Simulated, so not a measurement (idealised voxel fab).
This section sets out a process module, namely voxel gate over fins.
The cross-section shown here is cut; it is 205 nm wide and divided into square cells measuring 5 nm on a side.
Heads up, the way a cross-section reads in here is a grid of square cells, handed over as bands from the top down, with every band being one or more rows of cells.
Read a band's entry like this: the first values are the height of its top and the height of its bottom in nm, and what follows is the sequence of materials from left to right, each with its width in nm. Note that "air" is empty space, and that a single material marked "all across" reaches across the band from edge to edge.
We count height from 0. Below that, the starting wafer is all one material. The lowest band never ends at the bottom but goes on down; see "0 -> down" for how that is written.
Width spec "30..40" -> top row of cells at first value, bottom row at second value, equal per-row change in between.
Where a step carries "all unchanged", the cross-section came out of it unchanged, cell for cell.
Closed-off voids of 8+ cells (no open route to the top) go in "Fully sealed voids", written width x height at distance from the left edge, in nm.
On a step's line, text after the settings is the simulator commenting on that step.
A step line may carry the setting "overlay nm", which, for steps involving a mask, states the distance by which the mask lay to the right of its intended position; negative values denote displacement to the left.
# List of planned process steps
1: RECEIVE with material Si
2: CONFORMAL_DEP with material SiN, thk nm 10
3: MASKED_ETCH with tone cover, mask id FINS, width nm 15, pitch nm 40, etch materials SiN, depth nm 10, overlay nm 0
4: MASKED_ETCH with tone cover, mask id FINS, width nm 15, pitch nm 40, etch materials Si, depth nm 40, overlay nm 0
5: FILL_DEP with material SiO2, thk nm 5
6: CMP with height nm 10
7: SELECTIVE_ETCH with etch materials SiO2, depth nm 20
8: STRIP with etch materials SiN
9: CONFORMAL_DEP with material HfO2, thk nm 5
10: CONFORMAL_DEP with material TiN, thk nm 5
11: CONFORMAL_DEP with material TiAl, thk nm 5
12: CONFORMAL_DEP with material TiN, thk nm 5
13: FILL_DEP with material W, thk nm 15
14: CMP with height nm 30
15: CONFORMAL_DEP with material SiN, thk nm 10
# First of two wafers, with the run carried out as planned
# Cross-section, incoming material, after step 1
    0 -> down = Si all across
    Fully sealed voids: none
# The wafer in cross-section once step 2 is complete
    10 -> 0 = SiN all across
    below 0: unchanged
# The wafer in cross-section once step 3 is complete
    10 -> 0 = air=75, SiN=15, air=25, SiN=15, air=75
    below 0: unchanged
# The wafer in cross-section once step 4 is complete
    10 -> 0 = air=75, SiN=15, air=25, SiN=15, air=75
    0 -> -40 = air=75, Si=15, air=25, Si=15, air=75
    below -40: unchanged
# The wafer in cross-section once step 5 is complete
    15 -> 10 = SiO2 all across
    10 -> 0 = SiO2=75, SiN=15, SiO2=25, SiN=15, SiO2=75
    0 -> -40 = SiO2=75, Si=15, SiO2=25, Si=15, SiO2=75
    below -40: unchanged
# The wafer in cross-section once step 6 is complete
    10 -> 0 = SiO2=75, SiN=15, SiO2=25, SiN=15, SiO2=75
    below 0: unchanged
# The wafer in cross-section once step 7 is complete
    10 -> 0 = air=75, SiN=15, air=25, SiN=15, air=75
    0 -> -10 = air=75, Si=15, air=25, Si=15, air=75
    below -10: unchanged
# The wafer in cross-section once step 8 is complete
    0 -> -10 = air=75, Si=15, air=25, Si=15, air=75
    below -10: unchanged
# The wafer in cross-section once step 9 is complete
    5 -> 0 = air=70, HfO2=25, air=15, HfO2=25, air=70
    0 -> -5 = air=70, HfO2=5, Si=15, HfO2=5, air=15, HfO2=5, Si=15, HfO2=5, air=70
    -5 -> -10 = HfO2=75, Si=15, HfO2=25, Si=15, HfO2=75
    below -10: unchanged
# The wafer in cross-section once step 10 is complete
    10 -> 5 = air=65, TiN=35, air=5, TiN=35, air=65
    5 -> 0 = air=65, TiN=5, HfO2=25, TiN=5, air=5, TiN=5, HfO2=25, TiN=5, air=65
    0 -> -5 = TiN=70, HfO2=5, Si=15, HfO2=5, TiN=15, HfO2=5, Si=15, HfO2=5, TiN=70
    below -5: unchanged
# The wafer in cross-section once step 11 is complete
    15 -> 10 = air=60, TiAl=85, air=60
    10 -> 5 = air=60, TiAl=5, TiN=35, TiAl=5, TiN=35, TiAl=5, air=60
    5 -> 0 = TiAl=65, TiN=5, HfO2=25, TiN=5, TiAl=5, TiN=5, HfO2=25, TiN=5, TiAl=65
    below 0: unchanged
# The wafer in cross-section once step 12 is complete
    20 -> 15 = air=55, TiN=95, air=55
    15 -> 10 = air=55, TiN=5, TiAl=85, TiN=5, air=55
    10 -> 5 = TiN=60, TiAl=5, TiN=35, TiAl=5, TiN=35, TiAl=5, TiN=60
    below 5: unchanged
# The wafer in cross-section once step 13 is complete
    35 -> 20 = W all across
    20 -> 15 = W=55, TiN=95, W=55
    15 -> 10 = W=55, TiN=5, TiAl=85, TiN=5, W=55
    below 10: unchanged
# The wafer in cross-section once step 14 is complete
    30 -> 20 = W all across
    below 20: unchanged
# The wafer in cross-section once step 15 is complete
    40 -> 30 = SiN all across
    below 30: unchanged
# Second wafer - shared start and plan with the first - one error in running - same as the first up to step 8 inclusive
The second wafer cut through, at the time step 9 was supposed to be finished: all unchanged
# The second wafer cut through, at the time step 10 was supposed to be finished
    5 -> 0 = air=70, TiN=25, air=15, TiN=25, air=70
    0 -> -5 = air=70, TiN=5, Si=15, TiN=5, air=15, TiN=5, Si=15, TiN=5, air=70
    -5 -> -10 = TiN=75, Si=15, TiN=25, Si=15, TiN=75
    below -10: unchanged
# The second wafer cut through, at the time step 11 was supposed to be finished
    10 -> 5 = air=65, TiAl=35, air=5, TiAl=35, air=65
    5 -> 0 = air=65, TiAl=5, TiN=25, TiAl=5, air=5, TiAl=5, TiN=25, TiAl=5, air=65
    0 -> -5 = TiAl=70, TiN=5, Si=15, TiN=5, TiAl=15, TiN=5, Si=15, TiN=5, TiAl=70
    below -5: unchanged
# The second wafer cut through, at the time step 12 was supposed to be finished
    15 -> 10 = air=60, TiN=85, air=60
    10 -> 5 = air=60, TiN=5, TiAl=35, TiN=5, TiAl=35, TiN=5, air=60
    5 -> 0 = TiN=65, TiAl=5, TiN=25, TiAl=5, TiN=5, TiAl=5, TiN=25, TiAl=5, TiN=65
    below 0: unchanged
# The second wafer cut through, at the time step 13 was supposed to be finished
    30 -> 15 = W all across
    15 -> 10 = W=60, TiN=85, W=60
    10 -> 5 = W=60, TiN=5, TiAl=35, TiN=5, TiAl=35, TiN=5, W=60
    below 5: unchanged
The second wafer cut through, at the time step 14 was supposed to be finished: all unchanged
# The second wafer cut through, at the time step 15 was supposed to be finished
    40 -> 30 = SiN all across
    below 30: unchanged
The mistake made against the process plan was this: step 9 in the plan did not get run; it was skipped
Count the cells at the end and the second wafer has more or fewer of some materials than the first: HfO2: 49 fewer; TiAl: 2 more; TiN: 2 more; W: 45 more
